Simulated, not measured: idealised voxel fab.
voxel gate over fins: a process module
This is section cut - it's 300 nm across, gridded in 5 nm square cells.
Each cross-section below is a grid of square cells, stated as bands in top-down order, with one or more rows of cells making up each band.
Top height, bottom height, nm. Materials left to right, width each, nm. Single material + "all across" = fills band edge to edge. "blank" = empty.
Heights are measured from 0, the level below which the as-received wafer is all one material; the lowest band has no bottom and continues downward, written as in "0 and below".
With a width like "30->40", each row of cells in the band differs from the next by the same amount, the top row carrying the first number and the bottom row the second.
Where the words "same as before" appear for a step, the cross-section shows no cell changed by that step; every cell remained as before.
The list in "Enclosed voids" covers empty spaces of 8 cells or more that cannot reach the top through any open way, and it gives each as width x height at distance; the distance is from the left edge, and width, height and distance are in nm.
Past the settings on a step's line: simulator remark, on that step.
overlay nm: for a step with a mask, the amount by which the mask lay right of where it was planned; a negative amount means left of it.

These are the steps we planned for the process:
1) op RECEIVE | material Si
2) op CONFORMAL_DEP | material SiN | thk nm 5
3) op MASKED_ETCH | tone cover | mask id FINS | width nm 15 | pitch nm 45 | etch materials SiN | depth nm 5 | overlay nm 0
4) op MASKED_ETCH | tone cover | mask id FINS | width nm 15 | pitch nm 45 | etch materials Si | depth nm 35 | overlay nm 0
5) op FILL_DEP | material SiO2 | thk nm 5
6) op CMP | height nm 5
7) op SELECTIVE_ETCH | etch materials SiO2 | depth nm 20
8) op STRIP | etch materials SiN
9) op CONFORMAL_DEP | material HfO2 | thk nm 5
10) op CONFORMAL_DEP | material TiN | thk nm 5
11) op CONFORMAL_DEP | material TiAl | thk nm 5
12) op CONFORMAL_DEP | material TiN | thk nm 5
13) op FILL_DEP | material W | thk nm 10
14) op CMP | height nm 25
15) op CONFORMAL_DEP | material SiCN | thk nm 5

So this is the incoming wafer in cross-section - it's already been through step 1:
> 0 and below = Si all across
> Enclosed voids: none

Here's the cross-section of the first of our two wafers at the end of the module - it ran as planned:
> 30 down to 25 = SiCN all across
> 25 down to 20 = W all across
> 20 down to 15 = W 100 nm; TiN 100 nm; W 100 nm
> 15 down to 10 = W 100 nm; TiN 5 nm; TiAl 90 nm; TiN 5 nm; W 100 nm
> 10 down to 5 = W 100 nm; TiN 5 nm; TiAl 5 nm; TiN 35 nm; TiAl 10 nm; TiN 35 nm; TiAl 5 nm; TiN 5 nm; W 100 nm
> 5 down to 0 = TiN 105 nm; TiAl 5 nm; TiN 5 nm; HfO2 25 nm; TiN 5 nm; TiAl 10 nm; TiN 5 nm; HfO2 25 nm; TiN 5 nm; TiAl 5 nm; TiN 105 nm
> 0 down to -5 = TiAl 110 nm; TiN 5 nm; HfO2 5 nm; Si 15 nm; HfO2 5 nm; TiN 5 nm; TiAl 10 nm; TiN 5 nm; HfO2 5 nm; Si 15 nm; HfO2 5 nm; TiN 5 nm; TiAl 110 nm
> -5 down to -10 = TiN 115 nm; HfO2 5 nm; Si 15 nm; HfO2 5 nm; TiN 20 nm; HfO2 5 nm; Si 15 nm; HfO2 5 nm; TiN 115 nm
> -10 down to -15 = HfO2 120 nm; Si 15 nm; HfO2 30 nm; Si 15 nm; HfO2 120 nm
> -15 down to -35 = SiO2 120 nm; Si 15 nm; SiO2 30 nm; Si 15 nm; SiO2 120 nm
> -35 and below = Si all across
> Enclosed voids: none

The second wafer, shown in cross-section after the module: started the same way as the first and given the same plan, yet one mistake crept into how it was run:
> 30 down to 25 = SiCN all across
> 25 down to 20 = W all across
> 20 down to 15 = W 100 nm; TiN 100 nm; W 100 nm
> 15 down to 10 = W 100 nm; TiN 5 nm; TiAl 90 nm; TiN 5 nm; W 100 nm
> 10 down to 5 = W 100 nm; TiN 5 nm; TiAl 5 nm; TiN 35 nm; TiAl 10 nm; TiN 35 nm; TiAl 5 nm; TiN 5 nm; W 100 nm
> 5 down to 0 = TiN 105 nm; TiAl 5 nm; TiN 5 nm; HfO2 25 nm; TiN 5 nm; TiAl 10 nm; TiN 5 nm; HfO2 25 nm; TiN 5 nm; TiAl 5 nm; TiN 105 nm
> 0 down to -5 = TiAl 110 nm; TiN 5 nm; HfO2 5 nm; Si 15 nm; HfO2 5 nm; TiN 5 nm; TiAl 10 nm; TiN 5 nm; HfO2 5 nm; Si 15 nm; HfO2 5 nm; TiN 5 nm; TiAl 110 nm
> -5 down to -10 = TiN 115 nm; HfO2 5 nm; Si 15 nm; HfO2 5 nm; TiN 20 nm; HfO2 5 nm; Si 15 nm; HfO2 5 nm; TiN 115 nm
> -10 down to -15 = HfO2 120 nm; Si 15 nm; HfO2 30 nm; Si 15 nm; HfO2 120 nm
> -15 down to -70 = SiO2 120 nm; Si 15 nm; SiO2 30 nm; Si 15 nm; SiO2 120 nm
> -70 and below = Si all across
> Enclosed voids: none
Diagnosis: step 4 of the plan was carried out twice
Final comparison by cell count, materials where the second wafer has more or fewer than the first: -378 Si | +378 SiO2
